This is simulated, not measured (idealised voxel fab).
voxel released beams: a process module
This is section cut - it's 290 nm across, gridded in 5 nm square cells.
A cross-section is written here as square cells arranged in a grid, and it is given in bands from the top down, each band taking up one or more rows of cells.
The band entry comprises the height of the band's top followed by the height of its bottom, expressed in nm, and subsequently the band's materials from left to right, each stated together with its width in nm. Where a single material is marked with the word "all across", that material fills the band from edge to edge. The word "empty" represents empty space.
We count height from 0. Below that, the starting wafer is all one material. The lowest band never ends at the bottom but goes on down; see "top 0, no bottom" for how that is written.
With a width like "30 to 40", each row of cells in the band differs from the next by the same amount, the top row carrying the first number and the bottom row the second.
"same as before" -> step changed no cross-section cell.
The list in "Closed void roster" covers empty spaces of 8 cells or more that cannot reach the top through any open way, and it gives each as width x height at distance; the distance is from the left edge, and width, height and distance are in nm.
after a step's settings: what the simulator itself notes on the step
Among the settings permitted on a step's line is "overlay nm"; applied to a step with a mask, it specifies the extent to which the mask lay to the right of its planned position, whereas a negative figure signifies a position to the left.

# Process steps foreseen in the plan
step 1: RECEIVE: material Si
step 2: CONFORMAL_DEP: material SiN, thk nm 10
step 3: DIRECTIONAL_DEP: material SiO2, thk nm 10
step 4: PATTERN: tone open, mask id ANCHOR, material resist, width nm 25, thk nm 15, overlay nm 0
step 5: DIRECTIONAL_ETCH: etch materials SiO2, depth nm 10
step 6: STRIP: etch materials resist
step 7: CONFORMAL_DEP: material W, thk nm 10
step 8: PATTERN: tone cover, mask id BEAM, material resist, width nm 75, thk nm 15, overlay nm 0
step 9: DIRECTIONAL_ETCH: etch materials W, depth nm 10
step 10: STRIP: etch materials resist
step 11: STRIP: etch materials SiO2

# The first of the two wafers, which ran as planned

# As-received wafer cross-section (after step 1)
    top 0, no bottom = Si all across
    Closed void roster: none

# Wafer xsec, post step 2
    top 10, bottom 0 = SiN all across
    Everything below 0 is unchanged.

# Wafer xsec, post step 3
    top 20, bottom 10 = SiO2 all across
    Everything below 10 is unchanged.

# Wafer xsec, post step 4
    top 35, bottom 20 = resist (110)  empty (25)  resist (155)
    Everything below 20 is unchanged.

# Wafer xsec, post step 5
    top 35, bottom 20 = resist (110)  empty (25)  resist (155)
    top 20, bottom 10 = SiO2 (110)  empty (25)  SiO2 (155)
    Everything below 10 is unchanged.

# Wafer xsec, post step 6
    top 20, bottom 10 = SiO2 (110)  empty (25)  SiO2 (155)
    Everything below 10 is unchanged.

# Wafer xsec, post step 7
    top 30, bottom 20 = W (120)  empty (5)  W (165)
    top 20, bottom 10 = SiO2 (110)  W (25)  SiO2 (155)
    Everything below 10 is unchanged.

# Wafer xsec, post step 8
    top 45, bottom 30 = empty (105)  resist (75)  empty (110)
    top 30, bottom 20 = W (120)  resist (5)  W (165)
    Everything below 20 is unchanged.

# Wafer xsec, post step 9
    top 45, bottom 30 = empty (105)  resist (75)  empty (110)
    top 30, bottom 20 = empty (105)  W (15)  resist (5)  W (55)  empty (110)
    Everything below 20 is unchanged.

# Wafer xsec, post step 10
    top 30, bottom 20 = empty (105)  W (15)  empty (5)  W (55)  empty (110)
    Everything below 20 is unchanged.

# Wafer xsec, post step 11
    top 30, bottom 20 = empty (105)  W (15)  empty (5)  W (55)  empty (110)
    top 20, bottom 10 = empty (110)  W (25)  empty (155)
    Everything below 10 is unchanged.

# Second Wafer (Identical Start and Plan, One Processing Error; Matches First Wafer Through Step 1)

# At the planned end of step 2, the second wafer in cross-section
    top 10, bottom 0 = SiO2 all across
    Everything below 0 is unchanged.

# At the planned end of step 3, the second wafer in cross-section
    top 20, bottom 10 = SiN all across
    Everything below 10 is unchanged.

# At the planned end of step 4, the second wafer in cross-section
    top 35, bottom 20 = resist (110)  empty (25)  resist (155)
    Everything below 20 is unchanged.

At the planned end of step 5, the second wafer in cross-section: same as before

# At the planned end of step 6, the second wafer in cross-section
    top 20, bottom 10 = SiN all across
    Everything below 10 is unchanged.

# At the planned end of step 7, the second wafer in cross-section
    top 30, bottom 20 = W all across
    Everything below 20 is unchanged.

# At the planned end of step 8, the second wafer in cross-section
    top 45, bottom 30 = empty (105)  resist (75)  empty (110)
    Everything below 30 is unchanged.

# At the planned end of step 9, the second wafer in cross-section
    top 45, bottom 30 = empty (105)  resist (75)  empty (110)
    top 30, bottom 20 = empty (105)  W (75)  empty (110)
    Everything below 20 is unchanged.

# At the planned end of step 10, the second wafer in cross-section
    top 30, bottom 20 = empty (105)  W (75)  empty (110)
    Everything below 20 is unchanged.

At the planned end of step 11, the second wafer in cross-section: same as before
What went wrong in running the wafer? sequence error: steps 2 and 3 interchanged
Bottom line after processing is that, in cells, the second wafer is up or down on some materials versus the first: SiO2 +116 | W -8
